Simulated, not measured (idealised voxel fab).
This is a process module. Its name is voxel trench capacitor.
Square cells of 5 nm make up the cross-section cut, whose width is 240 nm.
We lay out every cross-section as a grid of square cells and spell it out in bands from the top down, where one band means one or more rows of cells. Per band: top height and bottom height in nm, followed by the left-to-right materials and their widths in nm; "edge to edge" marks a single material spanning edge to edge, "blank" marks empty space. Height reference: 0 = level under which incoming wafer is all one material. Lowest band: no bottom, runs on downward, e.g. "z 0 and below". Think of "30->40" as a width that walks from the first number to the second as you go down the band, top row to bottom row, taking equal-sized steps from row to row. Step note "no change" = no cross-section cell changed. "Sealed internal cavities": sealed empty spaces, 8 cells or more, no open way to top, listed width x height at distance, with distance from the left edge and width, height and distance in nm. Whatever follows a step's settings on its line is a remark the simulator itself makes about that step. overlay nm: mask offset rightward from planned place, masked step; negative means leftward offset.
### List of planned process steps
step 1: RECEIVE (material Si)
step 2: CONFORMAL_DEP (material SiN; thk nm 10)
step 3: PATTERN (tone open; mask id TRENCH; material resist; width nm 25; pitch nm 50; thk nm 15; overlay nm 0)
step 4: DIRECTIONAL_ETCH (etch materials SiN; depth nm 10)
step 5: DIRECTIONAL_ETCH (etch materials Si; depth nm 40)
step 6: STRIP (etch materials resist)
step 7: CONFORMAL_DEP (material HfO2; thk nm 5)
step 8: CONFORMAL_DEP (material TiN; thk nm 5)
step 9: FILL_DEP (material W; thk nm 5)
step 10: CMP (height nm 10)
### Cross-sectional view of the wafer in its as-received condition, corresponding to the state after step 1
    z 0 and below = Si edge to edge
    Sealed internal cavities: none
### Wafer at module end, in section. Began as above, planned as above, run with one mistake
    z 10 to 0 = SiN (55)  TiN (5)  W (15)  TiN (5)  SiN (25)  TiN (5)  W (15)  TiN (5)  SiN (25)  TiN (5)  W (15)  TiN (5)  SiN (60)
    z 0 to -35 = Si (55)  TiN (5)  W (15)  TiN (5)  Si (25)  TiN (5)  W (15)  TiN (5)  Si (25)  TiN (5)  W (15)  TiN (5)  Si (60)
    z -35 to -40 = Si (55)  TiN (25)  Si (25)  TiN (25)  Si (25)  TiN (25)  Si (60)
    z -40 and below = Si edge to edge
    Sealed internal cavities: none
Want to know what went wrong? plan step 7: skipped, not run
